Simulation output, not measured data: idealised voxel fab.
Process module in this document: voxel capacitor over wiring
FYI the section here is cut, 150 nm wide, cells are 5 nm squares.
Bands, listed from the top down, are how a cross-section gets written in this document; the cross-section itself is a grid of square cells, and a band is one or more rows of them.
Heads up on the band format: heights come first, top then bottom, in nm. After that it's the materials left to right, each with its width in nm. A single material flagged "everywhere" fills the whole band edge to edge, and "empty" means there's empty space there.
Heads up on the height convention: 0 is the point under which the incoming wafer is all one material, and the lowest band has no bottom, it just keeps going down, like "0 nm and below".
Width spec "30->40" -> top row of cells at first value, bottom row at second value, equal per-row change in between.
"no modifications" for a step: no cell of the cross-section changed in that step.
In "Non-vented voids" the enclosed voids are listed, meaning empty spaces of 8 cells or larger without any opening to the top. The form is width x height at distance, distance from the left edge, units nm.
If you see something after the settings on a step's line, that's the simulator's own remark about that step.
"overlay nm" answers the question of how far to the right of plan the mask lay on a step that has a mask, and when it is negative the answer is to the left.

Planned step list for the process:
1. op RECEIVE | material Si
2. op CONFORMAL_DEP | material SiO2 | thk nm 15
3. op DIRECTIONAL_DEP | material TiN | thk nm 5
4. op DIRECTIONAL_DEP | material Ru | thk nm 15
5. op MASKED_ETCH | tone cover | mask id METAL_1 | width nm 20 | pitch nm 75 | etch materials Ru | depth nm 15 | overlay nm 0
6. op MASKED_ETCH | tone cover | mask id METAL_1 | width nm 20 | pitch nm 75 | etch materials TiN | depth nm 5 | overlay nm 0
7. op FILL_DEP | material lowk | thk nm 5
8. op CMP | height nm 35
9. op CONFORMAL_DEP | material SiCN | thk nm 5
10. op DIRECTIONAL_DEP | material SiO2 | thk nm 10
11. op DIRECTIONAL_DEP | material aC | thk nm 10
12. op PATTERN | tone open | mask id PLUG_1 | material resist | width nm 15 | thk nm 30 | overlay nm 0
13. op DIRECTIONAL_ETCH | etch materials aC | depth nm 10
14. op STRIP | etch materials resist
15. op DIRECTIONAL_ETCH | etch materials SiO2 | depth nm 10
16. op DIRECTIONAL_ETCH | etch materials SiCN | depth nm 5
17. op STRIP | etch materials aC
18. op EPI | material Ru | thk nm 10
19. op EPI | material Ru | thk nm 5
20. op DIRECTIONAL_DEP | material TiN | thk nm 10
21. op DIRECTIONAL_DEP | material Al2O3 | thk nm 5
22. op DIRECTIONAL_DEP | material TiN | thk nm 5
23. op DIRECTIONAL_DEP | material aC | thk nm 10
24. op PATTERN | tone cover | mask id UPPER_PLATE | material resist | width nm 60 | thk nm 25 | overlay nm 0
25. op DIRECTIONAL_ETCH | etch materials aC | depth nm 10
26. op STRIP | etch materials resist
27. op DIRECTIONAL_ETCH | etch materials TiN | depth nm 5
28. op DIRECTIONAL_ETCH | etch materials Al2O3 | depth nm 5
29. op STRIP | etch materials aC
30. op DIRECTIONAL_DEP | material aC | thk nm 15
31. op PATTERN | tone cover | mask id LOWER_PLATE | material resist | width nm 70 | thk nm 30 | overlay nm 0
32. op DIRECTIONAL_ETCH | etch materials aC | depth nm 15
33. op STRIP | etch materials resist
34. op DIRECTIONAL_ETCH | etch materials TiN | depth nm 10
35. op STRIP | etch materials aC
36. op FILL_DEP | material SiO2 | thk nm 20
37. op CMP | height nm 85
38. op MASKED_ETCH | tone open | mask id PLUG_2 | width nm 15 | etch materials SiO2 | depth nm 15 | overlay nm 0
39. op CONFORMAL_DEP | material TiN | thk nm 5
40. op FILL_DEP | material W | thk nm 10
41. op CMP | height nm 85
42. op CONFORMAL_DEP | material SiN | thk nm 5

Cross-section: wafer on arrival = after step 1:
    0 nm and below  Si everywhere
    Non-vented voids: none

Wafer cross-section at module end: first of two, run to plan:
    90 nm to 85 nm  SiN everywhere
    85 nm to 75 nm  SiO2: 40; TiN: 5; W: 5; TiN: 5; SiO2: 95
    75 nm to 65 nm  SiO2: 40->30; TiN: 15->60; SiO2: 95->60
    65 nm to 60 nm  SiO2: 30; Al2O3: 60; SiO2: 60
    60 nm to 50 nm  SiO2: 25; TiN: 70; SiO2: 55
    50 nm to 40 nm  SiO2: 30; Ru: 15; SiO2: 105
    40 nm to 35 nm  SiCN: 30; Ru: 15; SiCN: 105
    35 nm to 20 nm  lowk: 25; Ru: 20; lowk: 55; Ru: 20; lowk: 30
    20 nm to 15 nm  lowk: 25; TiN: 20; lowk: 55; TiN: 20; lowk: 30
    15 nm to 0 nm  SiO2 everywhere
    0 nm and below  Si everywhere
    Non-vented voids: none

Cross-sectional view of the second of two wafers upon completion of the module. This wafer shared its starting condition and process plan with the first; one error was made during its execution:
    90 nm to 85 nm  SiN everywhere
    85 nm to 75 nm  SiO2: 40; TiN: 5; W: 5; TiN: 5; SiO2: 95
    75 nm to 65 nm  SiO2: 40->30; TiN: 15->60; SiO2: 95->60
    65 nm to 60 nm  SiO2: 30; Al2O3: 60; SiO2: 60
    60 nm to 50 nm  SiO2: 25; TiN: 70; SiO2: 55
    50 nm to 40 nm  SiO2: 25; Ru: 25; SiO2: 100
    40 nm to 35 nm  SiCN: 25; Ru: 25; SiCN: 100
    35 nm to 20 nm  lowk: 25; Ru: 20; lowk: 55; Ru: 20; lowk: 30
    20 nm to 15 nm  lowk: 25; TiN: 20; lowk: 55; TiN: 20; lowk: 30
    15 nm to 0 nm  SiO2 everywhere
    0 nm and below  Si everywhere
    Non-vented voids: none
Nonconformance to the process plan: in deviation from the planned setting, step 12 was conducted as op PATTERN | tone open | mask id PLUG_1 | material resist | width nm 25 | thk nm 30 | overlay nm 0
Final wafer comparison in cells, second versus first, more or fewer per material: +6 Ru; -2 SiCN; -4 SiO2
